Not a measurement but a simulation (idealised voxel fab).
Module name: voxel spacer lines (process module)
Square cell edge 5 nm, section width 200 nm, ID cut.
We lay out every cross-section as a grid of square cells and spell it out in bands from the top down, where one band means one or more rows of cells. Band entry format. Leading values: height of top, height of bottom, nm. Remainder: materials in left-to-right order, each with its width in nm. Special words: "throughout" on a single material, which then fills the band edge to edge; "empty", empty space. The reference from which all heights are counted is 0, the level beneath which the as-received wafer is entirely one material; the lowest band, having no lower bound, proceeds downward and is written after the example "z 0 and below". The two numbers in a width such as "30->40" mark its ends across the band: the first belongs to the top row of cells, the second to the bottom row, and from each row to the next the width moves by the same amount. Where a step carries "no change occurred", the cross-section came out of it unchanged, cell for cell. The list in "Unvented internal voids" covers empty spaces of 8 cells or more that cannot reach the top through any open way, and it gives each as width x height at distance; the distance is from the left edge, and width, height and distance are in nm. Heads up: the bit after the settings on a step's line is the simulator's remark on that step. The optional step-line setting "overlay nm" applies to steps with a mask and quantifies how far to the right of its planned location the mask lay, a negative value indicating leftward placement.
# Process steps foreseen in the plan
| 1 | op RECEIVE | material Si |
| 2 | op CONFORMAL_DEP | material Al2O3 | thk nm 5 |
| 3 | op DIRECTIONAL_DEP | material TiN | thk nm 20 |
| 4 | op DIRECTIONAL_DEP | material polySi | thk nm 20 |
| 5 | op PATTERN | tone cover | mask id MANDREL | material resist | width nm 20 | pitch nm 70 | thk nm 25 | overlay nm 0 |
| 6 | op DIRECTIONAL_ETCH | etch materials polySi | depth nm 20 |
| 7 | op STRIP | etch materials resist |
| 8 | op CONFORMAL_DEP | material SiO2 | thk nm 15 |
| 9 | op DIRECTIONAL_ETCH | etch materials SiO2 | depth nm 15 |
| 10 | op STRIP | etch materials polySi |
| 11 | op DIRECTIONAL_ETCH | etch materials TiN | depth nm 20 |
| 12 | op STRIP | etch materials SiO2 |
# Wafer cross-section on receipt, i.e. after step 1
	z 0 and below: Si throughout
	Unvented internal voids: none
# Same starting wafer, same plan as above, one mistake in the execution; this is the cross-section at the end of the module
	z 45 to 25: empty: 40, then TiN: 15, then empty: 20, then TiN: 15, then empty: 20, then TiN: 15, then empty: 20, then TiN: 15, then empty: 40
	z 25 to 5: TiN throughout
	z 5 to 0: Al2O3 throughout
	z 0 and below: Si throughout
	Unvented internal voids: none
What was done differently from what was planned? twice, step 3 of the plan was run
